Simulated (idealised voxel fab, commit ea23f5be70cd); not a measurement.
Module name: voxel quadruple lines (process module)
Cross-section cut: width 265 nm, square cells of 5 nm.
Format of a cross-section: grid, square cells. Given as bands. Order: top down. Band: one or more rows of cells.
Heights first: top, then bottom, in nm. Then materials, left to right, each with a width in nm. "everywhere" on a single material: fills the band edge to edge. "blank": empty space.
Measure heights from 0. That's the level where, below it, the as-received wafer is all one material. The lowest band is bottomless and extends downward; write it as in "0 and below".
You'd read "30->40" like this: the band's top row of cells is as wide as the first number, its bottom row is as wide as the second, and going down, every row changes width by the same amount as the row before did.
"everything unchanged" for a step: no cell of the cross-section changed in that step.
Each empty space that has no open way to the top and spans at least 8 cells appears under "Enclosed cavity list" as width x height at distance, the distance counted from the left edge, all in nm.
Step line, after settings: the simulator's comment on this step.
When a step includes a mask, the "overlay nm" setting on its line states how far to the right of its planned place that mask lay, and negative values state how far to the left.
How should the pairs below be read? Each gives the cross-section before one process step and the cross-section after it, the latter drawn only to the lowest band that changed; the step that lies between them, with its settings, appears under the pair. Does a pair pick up where the pair above left off? Only where its entry headed "Before step" says so, since pairs can come from different runs of this module on the same starting wafer.

[Before step]
* 0 and below = Si everywhere
* Enclosed cavity list: none

[Structure After Step]
* 5 down to 0 = SiO2 everywhere
* Rest of section, below 0: as before.
* Enclosed cavity list: none
The structure shown above changes from one cross-section to the other through CONFORMAL_DEP | material SiO2 | thk nm 5

Before step: as in the pair right above, post-step view.

[Structure After Step]
* 15 down to 5 = W everywhere
* Rest of section, below 5: as before.
* Enclosed cavity list: none
The structure shown above changes from one cross-section to the other through DIRECTIONAL_DEP | material W | thk nm 10

Before step: as in the pair right above, post-step view.

[Structure After Step]
* 35 down to 15 = polySi everywhere
* Rest of section, below 15: as before.
* Enclosed cavity list: none
The structure shown above changes from one cross-section to the other through DIRECTIONAL_DEP | material polySi | thk nm 20

Before step: as in the pair right above, post-step view.

[Structure After Step]
* 55 down to 35 = aC everywhere
* Rest of section, below 35: as before.
* Enclosed cavity list: none
The structure shown above changes from one cross-section to the other through DIRECTIONAL_DEP | material aC | thk nm 20

Before step: as in the pair right above, post-step view.

[Structure After Step]
* 80 down to 55 = blank=80  resist=25  blank=55  resist=25  blank=80
* Rest of section, below 55: as before.
* Enclosed cavity list: none
The structure shown above changes from one cross-section to the other through PATTERN | tone cover | mask id MANDREL | material resist | width nm 25 | pitch nm 80 | thk nm 25 | overlay nm 0

Before step: as in the pair right above, post-step view.

[Structure After Step]
* 60 down to 55 = blank=80  resist=25  blank=55  resist=25  blank=80
* 55 down to 35 = blank=80  aC=25  blank=55  aC=25  blank=80
* Rest of section, below 35: as before.
* Enclosed cavity list: none
The structure shown above changes from one cross-section to the other through DIRECTIONAL_ETCH | etch materials aC | depth nm 20

Before step: as in the pair right above, post-step view.

[Structure After Step]
* 55 down to 35 = blank=80  aC=25  blank=55  aC=25  blank=80
* Rest of section, below 35: as before.
* Enclosed cavity list: none
The structure shown above changes from one cross-section to the other through STRIP | etch materials resist

Before step: as in the pair right above, post-step view.

[Structure After Step]
* 70 down to 55 = blank=65  SiO2=55  blank=25  SiO2=55  blank=65
* 55 down to 50 = blank=65  SiO2=15  aC=25  SiO2=15  blank=25  SiO2=15  aC=25  SiO2=15  blank=65
* 50 down to 35 = SiO2=80  aC=25  SiO2=55  aC=25  SiO2=80
* Rest of section, below 35: as before.
* Enclosed cavity list: none
The structure shown above changes from one cross-section to the other through CONFORMAL_DEP | material SiO2 | thk nm 15

Before step: as in the pair right above, post-step view.

[Structure After Step]
* 55 down to 35 = blank=65  SiO2=15  aC=25  SiO2=15  blank=25  SiO2=15  aC=25  SiO2=15  blank=65
* Rest of section, below 35: as before.
* Enclosed cavity list: none
The structure shown above changes from one cross-section to the other through DIRECTIONAL_ETCH | etch materials SiO2 | depth nm 15

Before step: as in the pair right above, post-step view.

[Structure After Step]
* 55 down to 35 = blank=65  SiO2=15  blank=25  SiO2=15  blank=25  SiO2=15  blank=25  SiO2=15  blank=65
* Rest of section, below 35: as before.
* Enclosed cavity list: none
The structure shown above changes from one cross-section to the other through STRIP | etch materials aC

Before step: as in the pair right above, post-step view.

[Structure After Step]
* 55 down to 35 = blank=65  SiO2=15  blank=25  SiO2=15  blank=25  SiO2=15  blank=25  SiO2=15  blank=65
* 35 down to 15 = blank=65  polySi=15  blank=25  polySi=15  blank=25  polySi=15  blank=25  polySi=15  blank=65
* Rest of section, below 15: as before.
* Enclosed cavity list: none
The structure shown above changes from one cross-section to the other through DIRECTIONAL_ETCH | etch materials polySi | depth nm 20

Before step: as in the pair right above, post-step view.

[Structure After Step]
* 35 down to 15 = blank=65  polySi=15  blank=25  polySi=15  blank=25  polySi=15  blank=25  polySi=15  blank=65
* Rest of section, below 15: as before.
* Enclosed cavity list: none
The structure shown above changes from one cross-section to the other through STRIP | etch materials SiO2

Before step: as in the pair right above, post-step view.

[Structure After Step]
* 40 down to 35 = blank=60  SiN=25  blank=15  SiN=25  blank=15  SiN=25  blank=15  SiN=25  blank=60
* 35 down to 20 = blank=60  SiN=5  polySi=15  SiN=5  blank=15  SiN=5  polySi=15  SiN=5  blank=15  SiN=5  polySi=15  SiN=5  blank=15  SiN=5  polySi=15  SiN=5  blank=60
* 20 down to 15 = SiN=65  polySi=15  SiN=25  polySi=15  SiN=25  polySi=15  SiN=25  polySi=15  SiN=65
* Rest of section, below 15: as before.
* Enclosed cavity list: none
The structure shown above changes from one cross-section to the other through CONFORMAL_DEP | material SiN | thk nm 5

Before step: as in the pair right above, post-step view.

[Structure After Step]
* 35 down to 15 = blank=60  SiN=5  polySi=15  SiN=5  blank=15  SiN=5  polySi=15  SiN=5  blank=15  SiN=5  polySi=15  SiN=5  blank=15  SiN=5  polySi=15  SiN=5  blank=60
* Rest of section, below 15: as before.
* Enclosed cavity list: none
The structure shown above changes from one cross-section to the other through DIRECTIONAL_ETCH | etch materials SiN | depth nm 5

Before step: as in the pair right above, post-step view.

[Structure After Step]
* 35 down to 15 = blank=60  SiN=5  blank=15  SiN=5  blank=15  SiN=5  blank=15  SiN=5  blank=15  SiN=5  blank=15  SiN=5  blank=15  SiN=5  blank=15  SiN=5  blank=60
* Rest of section, below 15: as before.
* Enclosed cavity list: none
The structure shown above changes from one cross-section to the other through STRIP | etch materials polySi

Before step: as in the pair right above, post-step view.

[Structure After Step]
* 35 down to 15 = blank=60  SiN=5  blank=15  SiN=5  blank=15  SiN=5  blank=15  SiN=5  blank=15  SiN=5  blank=15  SiN=5  blank=15  SiN=5  blank=15  SiN=5  blank=60
* 15 down to 5 = blank=60  W=5  blank=15  W=5  blank=15  W=5  blank=15  W=5  blank=15  W=5  blank=15  W=5  blank=15  W=5  blank=15  W=5  blank=60
* Rest of section, below 5: as before.
* Enclosed cavity list: none
The structure shown above changes from one cross-section to the other through DIRECTIONAL_ETCH | etch materials W | depth nm 10

Before step: as in the pair right above, post-step view.

[Structure After Step]
* 15 down to 5 = blank=60  W=5  blank=15  W=5  blank=15  W=5  blank=15  W=5  blank=15  W=5  blank=15  W=5  blank=15  W=5  blank=15  W=5  blank=60
* Rest of section, below 5: as before.
* Enclosed cavity list: none
The structure shown above changes from one cross-section to the other through STRIP | etch materials SiN

Before step: as in the pair right above, post-step view.

[Structure After Step]
* 25 down to 15 = lowk everywhere
* 15 down to 5 = lowk=60  W=5  lowk=15  W=5  lowk=15  W=5  lowk=15  W=5  lowk=15  W=5  lowk=15  W=5  lowk=15  W=5  lowk=15  W=5  lowk=60
* Rest of section, below 5: as before.
* Enclosed cavity list: none
The structure shown above changes from one cross-section to the other through FILL_DEP | material lowk | thk nm 10

Before step: as in the pair right above, post-step view.

[Structure After Step]
* 15 down to 5 = lowk=60  W=5  lowk=15  W=5  lowk=15  W=5  lowk=15  W=5  lowk=15  W=5  lowk=15  W=5  lowk=15  W=5  lowk=15  W=5  lowk=60
* Rest of section, below 5: as before.
* Enclosed cavity list: none
The structure shown above changes from one cross-section to the other through CMP | height nm 15

[Before step]
* 0 and below = Si everywhere
* Enclosed cavity list: none

[Structure After Step]
* 10 down to 0 = W everywhere
* Rest of section, below 0: as before.
* Enclosed cavity list: none
The structure shown above changes from one cross-section to the other through DIRECTIONAL_DEP | material W | thk nm 10

Before step: as in the pair right above, post-step view.

[Structure After Step]
* 30 down to 10 = polySi everywhere
* Rest of section, below 10: as before.
* Enclosed cavity list: none
The structure shown above changes from one cross-section to the other through DIRECTIONAL_DEP | material polySi | thk nm 20

Before step: as in the pair right above, post-step view.

[Structure After Step]
* 50 down to 30 = aC everywhere
* Rest of section, below 30: as before.
* Enclosed cavity list: none
The structure shown above changes from one cross-section to the other through DIRECTIONAL_DEP | material aC | thk nm 20

Before step: as in the pair right above, post-step view.

[Structure After Step]
* 75 down to 50 = blank=80  resist=25  blank=55  resist=25  blank=80
* Rest of section, below 50: as before.
* Enclosed cavity list: none
The structure shown above changes from one cross-section to the other through PATTERN | tone cover | mask id MANDREL | material resist | width nm 25 | pitch nm 80 | thk nm 25 | overlay nm 0

Before step: as in the pair right above, post-step view.

[Structure After Step]
* 55 down to 50 = blank=80  resist=25  blank=55  resist=25  blank=80
* 50 down to 30 = blank=80  aC=25  blank=55  aC=25  blank=80
* Rest of section, below 30: as before.
* Enclosed cavity list: none
The structure shown above changes from one cross-section to the other through DIRECTIONAL_ETCH | etch materials aC | depth nm 20

Before step: as in the pair right above, post-step view.

[Structure After Step]
* 50 down to 30 = blank=80  aC=25  blank=55  aC=25  blank=80
* Rest of section, below 30: as before.
* Enclosed cavity list: none
The structure shown above changes from one cross-section to the other through STRIP | etch materials resist

Before step: as in the pair right above, post-step view.

[Structure After Step]
* 65 down to 50 = blank=65  SiO2=55  blank=25  SiO2=55  blank=65
* 50 down to 45 = blank=65  SiO2=15  aC=25  SiO2=15  blank=25  SiO2=15  aC=25  SiO2=15  blank=65
* 45 down to 30 = SiO2=80  aC=25  SiO2=55  aC=25  SiO2=80
* Rest of section, below 30: as before.
* Enclosed cavity list: none
The structure shown above changes from one cross-section to the other through CONFORMAL_DEP | material SiO2 | thk nm 15

Before step: as in the pair right above, post-step view.

[Structure After Step]
* 50 down to 30 = blank=65  SiO2=15  aC=25  SiO2=15  blank=25  SiO2=15  aC=25  SiO2=15  blank=65
* Rest of section, below 30: as before.
* Enclosed cavity list: none
The structure shown above changes from one cross-section to the other through DIRECTIONAL_ETCH | etch materials SiO2 | depth nm 15

Before step: as in the pair right above, post-step view.

[Structure After Step]
* 50 down to 30 = blank=65  SiO2=15  blank=25  SiO2=15  blank=25  SiO2=15  blank=25  SiO2=15  blank=65
* Rest of section, below 30: as before.
* Enclosed cavity list: none
The structure shown above changes from one cross-section to the other through STRIP | etch materials aC

Before step: as in the pair right above, post-step view.

[Structure After Step]
* 50 down to 30 = blank=65  SiO2=15  blank=25  SiO2=15  blank=25  SiO2=15  blank=25  SiO2=15  blank=65
* 30 down to 10 = blank=65  polySi=15  blank=25  polySi=15  blank=25  polySi=15  blank=25  polySi=15  blank=65
* Rest of section, below 10: as before.
* Enclosed cavity list: none
The structure shown above changes from one cross-section to the other through DIRECTIONAL_ETCH | etch materials polySi | depth nm 20

Before step: as in the pair right above, post-step view.

[Structure After Step]
* 30 down to 10 = blank=65  polySi=15  blank=25  polySi=15  blank=25  polySi=15  blank=25  polySi=15  blank=65
* Rest of section, below 10: as before.
* Enclosed cavity list: none
The structure shown above changes from one cross-section to the other through STRIP | etch materials SiO2

Before step: as in the pair right above, post-step view.

[Structure After Step]
* 35 down to 30 = blank=60  SiN=25  blank=15  SiN=25  blank=15  SiN=25  blank=15  SiN=25  blank=60
* 30 down to 15 = blank=60  SiN=5  polySi=15  SiN=5  blank=15  SiN=5  polySi=15  SiN=5  blank=15  SiN=5  polySi=15  SiN=5  blank=15  SiN=5  polySi=15  SiN=5  blank=60
* 15 down to 10 = SiN=65  polySi=15  SiN=25  polySi=15  SiN=25  polySi=15  SiN=25  polySi=15  SiN=65
* Rest of section, below 10: as before.
* Enclosed cavity list: none
The structure shown above changes from one cross-section to the other through CONFORMAL_DEP | material SiN | thk nm 5

Before step: as in the pair right above, post-step view.

[Structure After Step]
* 30 down to 10 = blank=60  SiN=5  polySi=15  SiN=5  blank=15  SiN=5  polySi=15  SiN=5  blank=15  SiN=5  polySi=15  SiN=5  blank=15  SiN=5  polySi=15  SiN=5  blank=60
* Rest of section, below 10: as before.
* Enclosed cavity list: none
The structure shown above changes from one cross-section to the other through DIRECTIONAL_ETCH | etch materials SiN | depth nm 5

Before step: as in the pair right above, post-step view.

[Structure After Step]
* 30 down to 10 = blank=60  SiN=5  blank=15  SiN=5  blank=15  SiN=5  blank=15  SiN=5  blank=15  SiN=5  blank=15  SiN=5  blank=15  SiN=5  blank=15  SiN=5  blank=60
* Rest of section, below 10: as before.
* Enclosed cavity list: none
The structure shown above changes from one cross-section to the other through STRIP | etch materials polySi

Before step: as in the pair right above, post-step view.

[Structure After Step]
* 30 down to 10 = blank=60  SiN=5  blank=15  SiN=5  blank=15  SiN=5  blank=15  SiN=5  blank=15  SiN=5  blank=15  SiN=5  blank=15  SiN=5  blank=15  SiN=5  blank=60
* 10 down to 0 = blank=60  W=5  blank=15  W=5  blank=15  W=5  blank=15  W=5  blank=15  W=5  blank=15  W=5  blank=15  W=5  blank=15  W=5  blank=60
* Rest of section, below 0: as before.
* Enclosed cavity list: none
The structure shown above changes from one cross-section to the other through DIRECTIONAL_ETCH | etch materials W | depth nm 10

Before step: as in the pair right above, post-step view.

[Structure After Step]
* 10 down to 0 = blank=60  W=5  blank=15  W=5  blank=15  W=5  blank=15  W=5  blank=15  W=5  blank=15  W=5  blank=15  W=5  blank=15  W=5  blank=60
* Rest of section, below 0: as before.
* Enclosed cavity list: none
The structure shown above changes from one cross-section to the other through STRIP | etch materials SiN

Before step: as in the pair right above, post-step view.

[Structure After Step]
* 20 down to 10 = lowk everywhere
* 10 down to 0 = lowk=60  W=5  lowk=15  W=5  lowk=15  W=5  lowk=15  W=5  lowk=15  W=5  lowk=15  W=5  lowk=15  W=5  lowk=15  W=5  lowk=60
* Rest of section, below 0: as before.
* Enclosed cavity list: none
The structure shown above changes from one cross-section to the other through FILL_DEP | material lowk | thk nm 10

Before step: as in the pair right above, post-step view.

[Structure After Step]
* 15 down to 10 = lowk everywhere
* Rest of section, below 10: as before.
* Enclosed cavity list: none
The structure shown above changes from one cross-section to the other through CMP | height nm 15

[Before step]
* 5 down to 0 = SiO2 everywhere
* 0 and below = Si everywhere
* Enclosed cavity list: none

[Structure After Step]
* 25 down to 5 = polySi everywhere
* Rest of section, below 5: as before.
* Enclosed cavity list: none
The structure shown above changes from one cross-section to the other through DIRECTIONAL_DEP | material polySi | thk nm 20

Before step: as in the pair right above, post-step view.

[Structure After Step]
* 35 down to 25 = W everywhere
* Rest of section, below 25: as before.
* Enclosed cavity list: none
The structure shown above changes from one cross-section to the other through DIRECTIONAL_DEP | material W | thk nm 10

Before step: as in the pair right above, post-step view.

[Structure After Step]
* 55 down to 35 = aC everywhere
* Rest of section, below 35: as before.
* Enclosed cavity list: none
The structure shown above changes from one cross-section to the other through DIRECTIONAL_DEP | material aC | thk nm 20

Before step: as in the pair right above, post-step view.

[Structure After Step]
* 80 down to 55 = blank=80  resist=25  blank=55  resist=25  blank=80
* Rest of section, below 55: as before.
* Enclosed cavity list: none
The structure shown above changes from one cross-section to the other through PATTERN | tone cover | mask id MANDREL | material resist | width nm 25 | pitch nm 80 | thk nm 25 | overlay nm 0

Before step: as in the pair right above, post-step view.

[Structure After Step]
* 60 down to 55 = blank=80  resist=25  blank=55  resist=25  blank=80
* 55 down to 35 = blank=80  aC=25  blank=55  aC=25  blank=80
* Rest of section, below 35: as before.
* Enclosed cavity list: none
The structure shown above changes from one cross-section to the other through DIRECTIONAL_ETCH | etch materials aC | depth nm 20

Before step: as in the pair right above, post-step view.

[Structure After Step]
* 55 down to 35 = blank=80  aC=25  blank=55  aC=25  blank=80
* Rest of section, below 35: as before.
* Enclosed cavity list: none
The structure shown above changes from one cross-section to the other through STRIP | etch materials resist

Before step: as in the pair right above, post-step view.

[Structure After Step]
* 70 down to 55 = blank=65  SiO2=55  blank=25  SiO2=55  blank=65
* 55 down to 50 = blank=65  SiO2=15  aC=25  SiO2=15  blank=25  SiO2=15  aC=25  SiO2=15  blank=65
* 50 down to 35 = SiO2=80  aC=25  SiO2=55  aC=25  SiO2=80
* Rest of section, below 35: as before.
* Enclosed cavity list: none
The structure shown above changes from one cross-section to the other through CONFORMAL_DEP | material SiO2 | thk nm 15

Before step: as in the pair right above, post-step view.

[Structure After Step]
* 55 down to 35 = blank=65  SiO2=15  aC=25  SiO2=15  blank=25  SiO2=15  aC=25  SiO2=15  blank=65
* Rest of section, below 35: as before.
* Enclosed cavity list: none
The structure shown above changes from one cross-section to the other through DIRECTIONAL_ETCH | etch materials SiO2 | depth nm 15

Before step: as in the pair right above, post-step view.

[Structure After Step]
* 55 down to 35 = blank=65  SiO2=15  blank=25  SiO2=15  blank=25  SiO2=15  blank=25  SiO2=15  blank=65
* Rest of section, below 35: as before.
* Enclosed cavity list: none
The structure shown above changes from one cross-section to the other through STRIP | etch materials aC

Before step: as in the pair right above, post-step view.

[Structure After Step]
* 35 down to 25 = W everywhere
* Rest of section, below 25: as before.
* Enclosed cavity list: none
The structure shown above changes from one cross-section to the other through STRIP | etch materials SiO2

Before step: as in the pair right above, post-step view.

[Structure After Step]
* 40 down to 35 = SiN everywhere
* Rest of section, below 35: as before.
* Enclosed cavity list: none
The structure shown above changes from one cross-section to the other through CONFORMAL_DEP | material SiN | thk nm 5

Before step: as in the pair right above, post-step view.

[Structure After Step]
* 35 down to 25 = W everywhere
* Rest of section, below 25: as before.
* Enclosed cavity list: none
The structure shown above changes from one cross-section to the other through DIRECTIONAL_ETCH | etch materials SiN | depth nm 5

Before step: as in the pair right above, post-step view.

[Structure After Step]
* 25 down to 5 = polySi everywhere
* Rest of section, below 5: as before.
* Enclosed cavity list: none
The structure shown above changes from one cross-section to the other through DIRECTIONAL_ETCH | etch materials W | depth nm 10

Before step: as in the pair right above, post-step view.

[Structure After Step]
* 35 down to 25 = lowk everywhere
* Rest of section, below 25: as before.
* Enclosed cavity list: none
The structure shown above changes from one cross-section to the other through FILL_DEP | material lowk | thk nm 10

Before step: as in the pair right above, post-step view.

[Structure After Step]
* 15 down to 5 = polySi everywhere
* Rest of section, below 5: as before.
* Enclosed cavity list: none
The structure shown above changes from one cross-section to the other through CMP | height nm 15

[Before step]
* 25 down to 15 = lowk everywhere
* 15 down to 5 = lowk=60  W=5  lowk=15  W=5  lowk=15  W=5  lowk=15  W=5  lowk=15  W=5  lowk=15  W=5  lowk=15  W=5  lowk=15  W=5  lowk=60
* 5 down to 0 = SiO2 everywhere
* 0 and below = Si everywhere
* Enclosed cavity list: none

[Structure After Step]
* 10 down to 5 = lowk=60  W=5  lowk=15  W=5  lowk=15  W=5  lowk=15  W=5  lowk=15  W=5  lowk=15  W=5  lowk=15  W=5  lowk=15  W=5  lowk=60
* Rest of section, below 5: as before.
* Enclosed cavity list: none
The structure shown above changes from one cross-section to the other through CMP | height nm 10

[Before step]
* 55 down to 35 = aC everywhere
* 35 down to 15 = polySi everywhere
* 15 down to 5 = W everywhere
* 5 down to 0 = SiO2 everywhere
* 0 and below = Si everywhere
* Enclosed cavity list: none

[Structure After Step]
* 80 down to 55 = blank=75  resist=35  blank=45  resist=35  blank=75
* Rest of section, below 55: as before.
* Enclosed cavity list: none
The structure shown above changes from one cross-section to the other through PATTERN | tone cover | mask id MANDREL | material resist | width nm 35 | pitch nm 80 | thk nm 25 | overlay nm 0

Before step: as in the pair right above, post-step view.

[Structure After Step]
* 60 down to 55 = blank=75  resist=35  blank=45  resist=35  blank=75
* 55 down to 35 = blank=75  aC=35  blank=45  aC=35  blank=75
* Rest of section, below 35: as before.
* Enclosed cavity list: none
The structure shown above changes from one cross-section to the other through DIRECTIONAL_ETCH | etch materials aC | depth nm 20

Before step: as in the pair right above, post-step view.

[Structure After Step]
* 55 down to 35 = blank=75  aC=35  blank=45  aC=35  blank=75
* Rest of section, below 35: as before.
* Enclosed cavity list: none
The structure shown above changes from one cross-section to the other through STRIP | etch materials resist

Before step: as in the pair right above, post-step view.

[Structure After Step]
* 70 down to 55 = blank=60  SiO2=65  blank=15  SiO2=65  blank=60
* 55 down to 50 = blank=60  SiO2=15  aC=35  SiO2=15  blank=15  SiO2=15  aC=35  SiO2=15  blank=60
* 50 down to 35 = SiO2=75  aC=35  SiO2=45  aC=35  SiO2=75
* Rest of section, below 35: as before.
* Enclosed cavity list: none
The structure shown above changes from one cross-section to the other through CONFORMAL_DEP | material SiO2 | thk nm 15

Before step: as in the pair right above, post-step view.

[Structure After Step]
* 55 down to 35 = blank=60  SiO2=15  aC=35  SiO2=15  blank=15  SiO2=15  aC=35  SiO2=15  blank=60
* Rest of section, below 35: as before.
* Enclosed cavity list: none
The structure shown above changes from one cross-section to the other through DIRECTIONAL_ETCH | etch materials SiO2 | depth nm 15

Before step: as in the pair right above, post-step view.

[Structure After Step]
* 55 down to 35 = blank=60  SiO2=15  blank=35  SiO2=15  blank=15  SiO2=15  blank=35  SiO2=15  blank=60
* Rest of section, below 35: as before.
* Enclosed cavity list: none
The structure shown above changes from one cross-section to the other through STRIP | etch materials aC

Before step: as in the pair right above, post-step view.

[Structure After Step]
* 55 down to 35 = blank=60  SiO2=15  blank=35  SiO2=15  blank=15  SiO2=15  blank=35  SiO2=15  blank=60
* 35 down to 15 = blank=60  polySi=15  blank=35  polySi=15  blank=15  polySi=15  blank=35  polySi=15  blank=60
* Rest of section, below 15: as before.
* Enclosed cavity list: none
The structure shown above changes from one cross-section to the other through DIRECTIONAL_ETCH | etch materials polySi | depth nm 20

Before step: as in the pair right above, post-step view.

[Structure After Step]
* 35 down to 15 = blank=60  polySi=15  blank=35  polySi=15  blank=15  polySi=15  blank=35  polySi=15  blank=60
* Rest of section, below 15: as before.
* Enclosed cavity list: none
The structure shown above changes from one cross-section to the other through STRIP | etch materials SiO2

Before step: as in the pair right above, post-step view.

[Structure After Step]
* 40 down to 35 = blank=55  SiN=25  blank=25  SiN=25  blank=5  SiN=25  blank=25  SiN=25  blank=55
* 35 down to 20 = blank=55  SiN=5  polySi=15  SiN=5  blank=25  SiN=5  polySi=15  SiN=5  blank=5  SiN=5  polySi=15  SiN=5  blank=25  SiN=5  polySi=15  SiN=5  blank=55
* 20 down to 15 = SiN=60  polySi=15  SiN=35  polySi=15  SiN=15  polySi=15  SiN=35  polySi=15  SiN=60
* Rest of section, below 15: as before.
* Enclosed cavity list: none
The structure shown above changes from one cross-section to the other through CONFORMAL_DEP | material SiN | thk nm 5

Before step: as in the pair right above, post-step view.

[Structure After Step]
* 35 down to 15 = blank=55  SiN=5  polySi=15  SiN=5  blank=25  SiN=5  polySi=15  SiN=5  blank=5  SiN=5  polySi=15  SiN=5  blank=25  SiN=5  polySi=15  SiN=5  blank=55
* Rest of section, below 15: as before.
* Enclosed cavity list: none
The structure shown above changes from one cross-section to the other through DIRECTIONAL_ETCH | etch materials SiN | depth nm 5

Before step: as in the pair right above, post-step view.

[Structure After Step]
* 35 down to 15 = blank=55  SiN=5  blank=15  SiN=5  blank=25  SiN=5  blank=15  SiN=5  blank=5  SiN=5  blank=15  SiN=5  blank=25  SiN=5  blank=15  SiN=5  blank=55
* Rest of section, below 15: as before.
* Enclosed cavity list: none
The structure shown above changes from one cross-section to the other through STRIP | etch materials polySi

Before step: as in the pair right above, post-step view.

[Structure After Step]
* 35 down to 15 = blank=55  SiN=5  blank=15  SiN=5  blank=25  SiN=5  blank=15  SiN=5  blank=5  SiN=5  blank=15  SiN=5  blank=25  SiN=5  blank=15  SiN=5  blank=55
* 15 down to 5 = blank=55  W=5  blank=15  W=5  blank=25  W=5  blank=15  W=5  blank=5  W=5  blank=15  W=5  blank=25  W=5  blank=15  W=5  blank=55
* Rest of section, below 5: as before.
* Enclosed cavity list: none
The structure shown above changes from one cross-section to the other through DIRECTIONAL_ETCH | etch materials W | depth nm 10

Before step: as in the pair right above, post-step view.

[Structure After Step]
* 15 down to 5 = blank=55  W=5  blank=15  W=5  blank=25  W=5  blank=15  W=5  blank=5  W=5  blank=15  W=5  blank=25  W=5  blank=15  W=5  blank=55
* Rest of section, below 5: as before.
* Enclosed cavity list: none
The structure shown above changes from one cross-section to the other through STRIP | etch materials SiN

Before step: as in the pair right above, post-step view.

[Structure After Step]
* 25 down to 15 = lowk everywhere
* 15 down to 5 = lowk=55  W=5  lowk=15  W=5  lowk=25  W=5  lowk=15  W=5  lowk=5  W=5  lowk=15  W=5  lowk=25  W=5  lowk=15  W=5  lowk=55
* Rest of section, below 5: as before.
* Enclosed cavity list: none
The structure shown above changes from one cross-section to the other through FILL_DEP | material lowk | thk nm 10

Before step: as in the pair right above, post-step view.

[Structure After Step]
* 15 down to 5 = lowk=55  W=5  lowk=15  W=5  lowk=25  W=5  lowk=15  W=5  lowk=5  W=5  lowk=15  W=5  lowk=25  W=5  lowk=15  W=5  lowk=55
* Rest of section, below 5: as before.
* Enclosed cavity list: none
The structure shown above changes from one cross-section to the other through CMP | height nm 15

[Before step]
* 55 down to 35 = aC everywhere
* 35 down to 15 = polySi everywhere
* 15 down to 5 = W everywhere
* 5 down to 0 = SiO2 everywhere
* 0 and below = Si everywhere
* Enclosed cavity list: none

[Structure After Step]
* 80 down to 55 = blank=75  resist=25  blank=55  resist=25  blank=85
* Rest of section, below 55: as before.
* Enclosed cavity list: none
The structure shown above changes from one cross-section to the other through PATTERN | tone cover | mask id MANDREL | material resist | width nm 25 | pitch nm 80 | thk nm 25 | overlay nm -5

Before step: as in the pair right above, post-step view.

[Structure After Step]
* 60 down to 55 = blank=75  resist=25  blank=55  resist=25  blank=85
* 55 down to 35 = blank=75  aC=25  blank=55  aC=25  blank=85
* Rest of section, below 35: as before.
* Enclosed cavity list: none
The structure shown above changes from one cross-section to the other through DIRECTIONAL_ETCH | etch materials aC | depth nm 20

Before step: as in the pair right above, post-step view.

[Structure After Step]
* 55 down to 35 = blank=75  aC=25  blank=55  aC=25  blank=85
* Rest of section, below 35: as before.
* Enclosed cavity list: none
The structure shown above changes from one cross-section to the other through STRIP | etch materials resist

Before step: as in the pair right above, post-step view.

[Structure After Step]
* 70 down to 55 = blank=60  SiO2=55  blank=25  SiO2=55  blank=70
* 55 down to 50 = blank=60  SiO2=15  aC=25  SiO2=15  blank=25  SiO2=15  aC=25  SiO2=15  blank=70
* 50 down to 35 = SiO2=75  aC=25  SiO2=55  aC=25  SiO2=85
* Rest of section, below 35: as before.
* Enclosed cavity list: none
The structure shown above changes from one cross-section to the other through CONFORMAL_DEP | material SiO2 | thk nm 15

Before step: as in the pair right above, post-step view.

[Structure After Step]
* 55 down to 35 = blank=60  SiO2=15  aC=25  SiO2=15  blank=25  SiO2=15  aC=25  SiO2=15  blank=70
* Rest of section, below 35: as before.
* Enclosed cavity list: none
The structure shown above changes from one cross-section to the other through DIRECTIONAL_ETCH | etch materials SiO2 | depth nm 15

Before step: as in the pair right above, post-step view.

[Structure After Step]
* 55 down to 35 = blank=60  SiO2=15  blank=25  SiO2=15  blank=25  SiO2=15  blank=25  SiO2=15  blank=70
* Rest of section, below 35: as before.
* Enclosed cavity list: none
The structure shown above changes from one cross-section to the other through STRIP | etch materials aC

Before step: as in the pair right above, post-step view.

[Structure After Step]
* 55 down to 35 = blank=60  SiO2=15  blank=25  SiO2=15  blank=25  SiO2=15  blank=25  SiO2=15  blank=70
* 35 down to 15 = blank=60  polySi=15  blank=25  polySi=15  blank=25  polySi=15  blank=25  polySi=15  blank=70
* Rest of section, below 15: as before.
* Enclosed cavity list: none
The structure shown above changes from one cross-section to the other through DIRECTIONAL_ETCH | etch materials polySi | depth nm 20

Before step: as in the pair right above, post-step view.

[Structure After Step]
* 35 down to 15 = blank=60  polySi=15  blank=25  polySi=15  blank=25  polySi=15  blank=25  polySi=15  blank=70
* Rest of section, below 15: as before.
* Enclosed cavity list: none
The structure shown above changes from one cross-section to the other through STRIP | etch materials SiO2

Before step: as in the pair right above, post-step view.

[Structure After Step]
* 40 down to 35 = blank=55  SiN=25  blank=15  SiN=25  blank=15  SiN=25  blank=15  SiN=25  blank=65
* 35 down to 20 = blank=55  SiN=5  polySi=15  SiN=5  blank=15  SiN=5  polySi=15  SiN=5  blank=15  SiN=5  polySi=15  SiN=5  blank=15  SiN=5  polySi=15  SiN=5  blank=65
* 20 down to 15 = SiN=60  polySi=15  SiN=25  polySi=15  SiN=25  polySi=15  SiN=25  polySi=15  SiN=70
* Rest of section, below 15: as before.
* Enclosed cavity list: none
The structure shown above changes from one cross-section to the other through CONFORMAL_DEP | material SiN | thk nm 5

Before step: as in the pair right above, post-step view.

[Structure After Step]
* 35 down to 15 = blank=55  SiN=5  polySi=15  SiN=5  blank=15  SiN=5  polySi=15  SiN=5  blank=15  SiN=5  polySi=15  SiN=5  blank=15  SiN=5  polySi=15  SiN=5  blank=65
* Rest of section, below 15: as before.
* Enclosed cavity list: none
The structure shown above changes from one cross-section to the other through DIRECTIONAL_ETCH | etch materials SiN | depth nm 5

Before step: as in the pair right above, post-step view.

[Structure After Step]
* 35 down to 15 = blank=55  SiN=5  blank=15  SiN=5  blank=15  SiN=5  blank=15  SiN=5  blank=15  SiN=5  blank=15  SiN=5  blank=15  SiN=5  blank=15  SiN=5  blank=65
* Rest of section, below 15: as before.
* Enclosed cavity list: none
The structure shown above changes from one cross-section to the other through STRIP | etch materials polySi

Before step: as in the pair right above, post-step view.

[Structure After Step]
* 35 down to 15 = blank=55  SiN=5  blank=15  SiN=5  blank=15  SiN=5  blank=15  SiN=5  blank=15  SiN=5  blank=15  SiN=5  blank=15  SiN=5  blank=15  SiN=5  blank=65
* 15 down to 5 = blank=55  W=5  blank=15  W=5  blank=15  W=5  blank=15  W=5  blank=15  W=5  blank=15  W=5  blank=15  W=5  blank=15  W=5  blank=65
* Rest of section, below 5: as before.
* Enclosed cavity list: none
The structure shown above changes from one cross-section to the other through DIRECTIONAL_ETCH | etch materials W | depth nm 10
